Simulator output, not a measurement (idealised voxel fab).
Name of the process module below: voxel ribs on slabs
FYI the section here is cut, 275 nm wide, cells are 5 nm squares.
Cross-section spec: square-cell grid; bands listed top down; each band is one or more rows. Heads up on the band format: heights come first, top then bottom, in nm. After that it's the materials left to right, each with its width in nm. A single material flagged "all across" fills the whole band edge to edge, and "empty" means there's empty space there. All heights in this document are referenced to 0, defined as the level beneath which the wafer, as received, consists entirely of one material. The lowest band is not bounded below; it extends indefinitely downward and is written in the form "0..down". The expression "30 to 40" gives the width at the extremes of the band, the first number at its top row of cells and the second at its bottom row, with the width changing by equal amounts from each row to the next in between. A step reported as "remains unaltered" is a step in which no cell of the cross-section changed. This entry, "Enclosed void entries", enumerates those empty regions of no fewer than 8 cells that possess no open connection to the top. Each region is reported in the form width x height at distance, the distance being taken from the left edge, with all three quantities expressed in nm. That trailing text on a step's line, after the settings, is the simulator's own remark on the step. On any step carrying a mask, the "overlay nm" setting, if present on the step's line, tells how far right of its planned place the mask lay; negative values point to the left.

SO HERE'S THE LINEUP OF PROCESS STEPS WE PLANNED
- 1: op RECEIVE | material Si
- 2: op DIRECTIONAL_DEP | material SiO2 | thk nm 30
- 3: op DIRECTIONAL_DEP | material SiN | thk nm 25
- 4: op PATTERN | tone cover | mask id RIB | material resist | width nm 30 | thk nm 20 | overlay nm 0
- 5: op DIRECTIONAL_ETCH | etch materials SiN | depth nm 10
- 6: op STRIP | etch materials resist
- 7: op DIRECTIONAL_DEP | material aC | thk nm 10
- 8: op PATTERN | tone cover | mask id SLAB | material resist | width nm 60 | thk nm 30 | overlay nm 0
- 9: op DIRECTIONAL_ETCH | etch materials aC | depth nm 10
- 10: op STRIP | etch materials resist
- 11: op DIRECTIONAL_ETCH | etch materials SiN | depth nm 15
- 12: op STRIP | etch materials aC
- 13: op FILL_DEP | material SiO2 | thk nm 20
- 14: op CMP | height nm 70
- 15: op DIRECTIONAL_DEP | material TiN | thk nm 10
- 16: op DIRECTIONAL_DEP | material aC | thk nm 15
- 17: op PATTERN | tone cover | mask id HEATER | material resist | width nm 40 | thk nm 35 | overlay nm 0
- 18: op DIRECTIONAL_ETCH | etch materials aC | depth nm 15
- 19: op STRIP | etch materials resist
- 20: op DIRECTIONAL_ETCH | etch materials TiN | depth nm 10
- 21: op STRIP | etch materials aC
- 22: op CONFORMAL_DEP | material SiO2 | thk nm 5

SO THIS IS THE INCOMING WAFER IN CROSS-SECTION - IT'S ALREADY BEEN THROUGH STEP 1
0..down: Si all across
Enclosed void entries: none

CROSS-SECTION TAKEN AT MODULE COMPLETION ON THE FIRST OF TWO WAFERS; PROCESSED PER THE PLAN
85..80: 110 nm empty  50 nm SiO2  115 nm empty
80..75: 110 nm empty  5 nm SiO2  40 nm TiN  5 nm SiO2  115 nm empty
75..70: 115 nm SiO2  40 nm TiN  120 nm SiO2
70..55: SiO2 all across
55..45: 120 nm SiO2  30 nm SiN  125 nm SiO2
45..30: 105 nm SiO2  60 nm SiN  110 nm SiO2
30..0: SiO2 all across
0..down: Si all across
Enclosed void entries: none

CROSS-SECTION, SECOND WAFER: SAME START AS THE FIRST, SAME PLAN AS THE FIRST, ONE MISTAKE IN RUNNING IT; TAKEN AT THE END OF THE MODULE
85..80: 110 nm empty  50 nm SiO2  115 nm empty
80..75: 110 nm empty  5 nm SiO2  40 nm TiN  5 nm SiO2  115 nm empty
75..70: 115 nm SiO2  40 nm TiN  120 nm SiO2
70..55: SiO2 all across
55..45: 120 nm SiO2  30 nm SiN  125 nm SiO2
45..30: 95 nm SiO2  60 nm SiN  120 nm SiO2
30..0: SiO2 all across
0..down: Si all across
Enclosed void entries: none
Misprocessing identified: contrary to plan, step 8 was performed as op PATTERN | tone cover | mask id SLAB | material resist | width nm 60 | thk nm 30 | overlay nm -10
Cell counts per material: same on both final wafers. Positions: different.
